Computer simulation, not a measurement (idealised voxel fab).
process module | voxel local oxidation
cross-section cut | 205 nm wide | cells 5 nm
A cross-section is a grid of square cells, given in bands from the top down. A band is one or more rows of cells.
Each band's line starts with the height of the band's top and of its bottom, in nm. Then come its materials from left to right, each with its width in nm. One material with "throughout" fills the band from edge to edge. "air" is empty space.
Height 0 is the level under which the wafer as received is all one material. The lowest band goes on downwards, as in "0 down".
A width such as "30 to 40" changes by the same amount from each row of cells to the next, from the band's top row to its bottom row.
"no change" after a step means that no cell of the cross-section changed.
closed voids: empty space of 8 cells or more with no open way to the top, each as width x height at its distance from the left edge, in nm
after a step's settings: what the simulator itself notes on the step
overlay nm, on a step with a mask: how far to the right of its planned place the mask lay; to the left if negative
plan
1 op RECEIVE | material Si
2 op CONFORMAL_DEP | material SiO2 | thk nm 5
3 op CONFORMAL_DEP | material SiN | thk nm 15
4 op DIRECTIONAL_DEP | material aC | thk nm 10
5 op PATTERN | tone cover | mask id ACTIVE | material resist | width nm 90 | thk nm 30 | overlay nm 0
6 op DIRECTIONAL_ETCH | etch materials aC | depth nm 10
7 op STRIP | etch materials resist
8 op DIRECTIONAL_ETCH | etch materials SiN | depth nm 15
9 op STRIP | etch materials aC
10 op SELECTIVE_ETCH | etch materials SiO2 | depth nm 5
11 op OXIDIZE | depth nm 15
12 op STRIP | etch materials SiN
first wafer, as planned
as received, after step 1
  0 down: Si throughout
  closed voids: none
after step 2
  5 to 0: SiO2 throughout
  below 0: unchanged
after step 3
  20 to 5: SiN throughout
  below 5: unchanged
after step 4
  30 to 20: aC throughout
  below 20: unchanged
after step 5
  60 to 30: air 55 | resist 90 | air 60
  below 30: unchanged
after step 6
  50 to 30: air 55 | resist 90 | air 60
  30 to 20: air 55 | aC 90 | air 60
  below 20: unchanged
after step 7
  30 to 20: air 55 | aC 90 | air 60
  below 20: unchanged
after step 8
  30 to 20: air 55 | aC 90 | air 60
  20 to 5: air 55 | SiN 90 | air 60
  below 5: unchanged
after step 9
  20 to 5: air 55 | SiN 90 | air 60
  below 5: unchanged
after step 10
  20 to 5: air 55 | SiN 90 | air 60
  5 to 0: air 60 | SiO2 80 | air 65
  below 0: unchanged
after step 11
  20 to 5: air 55 | SiN 90 | air 60
  5 to 0: air 60 | SiO2 80 | air 65
  0 to -15: SiO2 75 | Si 50 | SiO2 80
  below -15: unchanged
after step 12
  5 to 0: air 60 | SiO2 80 | air 65
  below 0: unchanged
second wafer: like start, like plan, one mistake. Through step 4 it matches the first wafer
when step 5 should have ended
  60 to 30: resist 55 | air 90 | resist 60
  below 30: unchanged
when step 6 should have ended
  50 to 30: resist 55 | air 90 | resist 60
  30 to 20: aC 55 | air 90 | aC 60
  below 20: unchanged
when step 7 should have ended
  30 to 20: aC 55 | air 90 | aC 60
  below 20: unchanged
when step 8 should have ended
  30 to 20: aC 55 | air 90 | aC 60
  20 to 5: SiN 55 | air 90 | SiN 60
  below 5: unchanged
when step 9 should have ended
  20 to 5: SiN 55 | air 90 | SiN 60
  below 5: unchanged
when step 10 should have ended
  20 to 5: SiN 55 | air 90 | SiN 60
  5 to 0: SiO2 50 | air 100 | SiO2 55
  below 0: unchanged
when step 11 should have ended
  20 to 5: SiN 55 | air 90 | SiN 60
  5 to 0: SiO2 50 | air 100 | SiO2 55
  0 to -15: Si 35 | SiO2 130 | Si 40
  below -15: unchanged
when step 12 should have ended
  5 to 0: SiO2 50 | air 100 | SiO2 55
  below 0: unchanged
what went wrong: step 5 ran as: op PATTERN | tone open | mask id ACTIVE | material resist | width nm 90 | thk nm 30 | overlay nm 0
at the end the second wafer has, in cells: 15 more of Si | 10 fewer of SiO2
